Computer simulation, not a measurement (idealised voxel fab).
process module | voxel trench capacitor
cross-section cut | 200 nm wide | cells 5 nm
Cross-section, as written here: a square-cell grid given band by band from the top down, where a band holds one or more rows of cells.
Top height, bottom height, nm. Materials left to right, width each, nm. Single material + "all across" = fills band edge to edge. "blank" = empty.
Heights are measured from 0, the level below which the as-received wafer is all one material; the lowest band has no bottom and continues downward, written as in "0 down".
With a width like "30..40", each row of cells in the band differs from the next by the same amount, the top row carrying the first number and the bottom row the second.
You'll sometimes find "identical to before" written for a step, and that's the way of saying that nowhere in the cross-section did a cell change during that step.
The entry titled "Tabulated closed voids" provides the empty spaces that have no open way to the top, restricted to those of 8 cells or more. Each is presented as width x height at distance, the distance being measured from the left edge, with all three in nm.
Step line, after settings: the simulator's comment on this step.
"overlay nm", when on a step's line for a step with a mask, measures how far to the right of its planned place the mask lay; a negative measure means to the left.

-- Process steps (planned)
1,RECEIVE, material Si
2,CONFORMAL_DEP, material SiN, thk nm 5
3,DIRECTIONAL_DEP, material aC, thk nm 15
4,PATTERN, tone open, mask id TRENCH, material resist, width nm 25, pitch nm 40, thk nm 35, overlay nm 0
5,DIRECTIONAL_ETCH, etch materials aC, depth nm 15
6,STRIP, etch materials resist
7,DIRECTIONAL_ETCH, etch materials SiN, depth nm 5
8,DIRECTIONAL_ETCH, etch materials Si, depth nm 35
9,STRIP, etch materials aC
10,CONFORMAL_DEP, material Al2O3, thk nm 5
11,FILL_DEP, material polySi, thk nm 5
12,CMP, height nm 5

-- as received, after step 1
> 0 down | Si all across
> Tabulated closed voids: none

-- End state of the module in cross-section, given the above starting point and plan and one mistake in execution
> 5 to 0 | SiN=45, then Al2O3=5, then polySi=15, then Al2O3=5, then SiN=15, then Al2O3=5, then polySi=15, then Al2O3=5, then SiN=15, then Al2O3=5, then polySi=15, then Al2O3=5, then SiN=50
> 0 to -40 | Si=45, then Al2O3=5, then polySi=15, then Al2O3=5, then Si=15, then Al2O3=5, then polySi=15, then Al2O3=5, then Si=15, then Al2O3=5, then polySi=15, then Al2O3=5, then Si=50
> -40 to -45 | Si=45, then Al2O3=25, then Si=15, then Al2O3=25, then Si=15, then Al2O3=25, then Si=50
> -45 down | Si all across
> Tabulated closed voids: none
Heads up, the wafer didn't run the way we planned it: step 8 was not run as planned; what actually ran was DIRECTIONAL_ETCH, etch materials Si, depth nm 45
